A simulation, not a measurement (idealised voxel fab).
process module | voxel self aligned contacts
cross-section cut | 235 nm wide | cells 5 nm
A cross-section is a grid of square cells, given in bands from the top down. A band is one or more rows of cells.
Each band's line starts with the height of the band's top and of its bottom, in nm. Then come its materials from left to right, each with its width in nm. One material with "throughout" fills the band from edge to edge. "air" is empty space.
Height 0 is the level under which the wafer as received is all one material. The lowest band goes on downwards, as in "0 down".
A width such as "30 to 40" changes by the same amount from each row of cells to the next, from the band's top row to its bottom row.
"no change" after a step means that no cell of the cross-section changed.
closed voids: empty space of 8 cells or more with no open way to the top, each as width x height at its distance from the left edge, in nm
after a step's settings: what the simulator itself notes on the step
overlay nm, on a step with a mask: how far to the right of its planned place the mask lay; to the left if negative
plan
1 op RECEIVE | material Si
2 op OXIDIZE | depth nm 5
3 op DIRECTIONAL_DEP | material polySi | thk nm 25
4 op DIRECTIONAL_DEP | material SiN | thk nm 15
5 op PATTERN | tone cover | mask id GATE | material resist | width nm 25 | pitch nm 50 | thk nm 20 | overlay nm 0
6 op DIRECTIONAL_ETCH | etch materials SiN | depth nm 15
7 op DIRECTIONAL_ETCH | etch materials polySi | depth nm 25
8 op STRIP | etch materials resist
9 op CONFORMAL_DEP | material SiN | thk nm 5
10 op DIRECTIONAL_ETCH | etch materials SiN | depth nm 5
11 op FILL_DEP | material SiO2 | thk nm 20
12 op CMP | height nm 50
13 op DIRECTIONAL_DEP | material aC | thk nm 10
14 op PATTERN | tone open | mask id CONTACT | material resist | width nm 35 | pitch nm 50 | thk nm 30 | overlay nm 0
15 op DIRECTIONAL_ETCH | etch materials aC | depth nm 10
16 op STRIP | etch materials resist
17 op DIRECTIONAL_ETCH | etch materials SiO2 | depth nm 55
18 op STRIP | etch materials aC
19 op CONFORMAL_DEP | material TiN | thk nm 5
20 op FILL_DEP | material Ru | thk nm 10
21 op CMP | height nm 50
22 op CONFORMAL_DEP | material SiCN | thk nm 5
as received, after step 1
  0 down: Si throughout
  closed voids: none
a wafer at the end: this start, this plan, one mistake
  55 to 50: SiCN throughout
  50 to 40: SiO2 80 | TiN 5 to 10 | Ru 25 to 5 | TiN 5 to 20 | SiO2 15 | TiN 5 to 10 | Ru 25 to 5 | TiN 5 to 20 | SiO2 70
  40 to 25: SiO2 50 | SiN 35 | TiN 5 | Ru 5 | TiN 5 | SiN 35 | TiN 5 | Ru 5 | TiN 5 | SiN 35 | SiO2 50
  25 to 0: SiO2 50 | SiN 5 | polySi 25 | SiN 5 | TiN 5 | Ru 5 | TiN 5 | SiN 5 | polySi 25 | SiN 5 | TiN 5 | Ru 5 | TiN 5 | SiN 5 | polySi 25 | SiN 5 | SiO2 50
  0 to -5: SiO2 85 | TiN 15 | SiO2 35 | TiN 15 | SiO2 85
  -5 down: Si throughout
  closed voids: none
what went wrong: step 14 ran as: op PATTERN | tone open | mask id CONTACT | material resist | width nm 35 | pitch nm 50 | thk nm 30 | overlay nm 5
